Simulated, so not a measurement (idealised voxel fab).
Process module under the name voxel quadruple lines
The cross-section shown here is cut; it is 280 nm wide and divided into square cells measuring 5 nm on a side.
For the purposes of this document, a cross-section shall be understood as a grid of square cells, specified as bands listed in top-to-bottom order, each band consisting of one or more rows of cells. In this notation a band is specified by the heights of its top and bottom, in that order and in nm, after which its materials appear from left to right, each paired with its width in nm. The word "full width" attached to a single material means that material fills the band from edge to edge; the word "empty" stands for empty space. Measure heights from 0. That's the level where, below it, the as-received wafer is all one material. The lowest band is bottomless and extends downward; write it as in "0 nm and below". Top row gets the first number, bottom row gets the second, and each row in between changes by the same step: that is how a band width like "30 to 40" works. "changes: none" -> step changed no cross-section cell. Entry "Enclosed void inventory". Content: empty spaces with no open connection to the top, size 8 cells or greater. Each: width x height at distance. Distance: from left edge. Unit: nm. Note: text after step settings on the step line = simulator remark on that step. What "overlay nm" on a step's line means: if the step has a mask, that mask lay this far to the right of its planned place, or, when the value is negative, to the left.

# So here's the lineup of process steps we planned
1 RECEIVE with material Si
2 CONFORMAL_DEP with material SiO2, thk nm 5
3 DIRECTIONAL_DEP with material W, thk nm 10
4 DIRECTIONAL_DEP with material polySi, thk nm 15
5 DIRECTIONAL_DEP with material aC, thk nm 25
6 PATTERN with tone cover, mask id MANDREL, material resist, width nm 20, thk nm 35, overlay nm 0
7 DIRECTIONAL_ETCH with etch materials aC, depth nm 25
8 STRIP with etch materials resist
9 CONFORMAL_DEP with material SiO2, thk nm 10
10 DIRECTIONAL_ETCH with etch materials SiO2, depth nm 10
11 STRIP with etch materials aC
12 DIRECTIONAL_ETCH with etch materials polySi, depth nm 15
13 STRIP with etch materials SiO2
14 CONFORMAL_DEP with material SiN, thk nm 10
15 DIRECTIONAL_ETCH with etch materials SiN, depth nm 10
16 STRIP with etch materials polySi
17 DIRECTIONAL_ETCH with etch materials W, depth nm 10
18 STRIP with etch materials SiN
All wafers enter the flow in the same state. The width nm at step 6 differs from wafer to wafer, and the plan gives the value for the first wafer.

# Incoming state of the first of several wafers in cross-section: after step 1
    0 nm and below | Si full width
    Enclosed void inventory: none

# Here is how to read the rows: every wafer has a row, and it shows the wafer at the end of the module, giving for each material how many cells were gained (+) or lost (-) since the wafer was received, then listing its closed voids
width nm 20; +56 SiO2; +16 W; Enclosed void inventory: none
width nm 25; +56 SiO2; +16 W; Enclosed void inventory: none
width nm 30; +56 SiO2; +16 W; Enclosed void inventory: none
width nm 35; +56 SiO2; +16 W; Enclosed void inventory: none
width nm 40; +56 SiO2; +16 W; Enclosed void inventory: none
width nm 45; +56 SiO2; +16 W; Enclosed void inventory: none
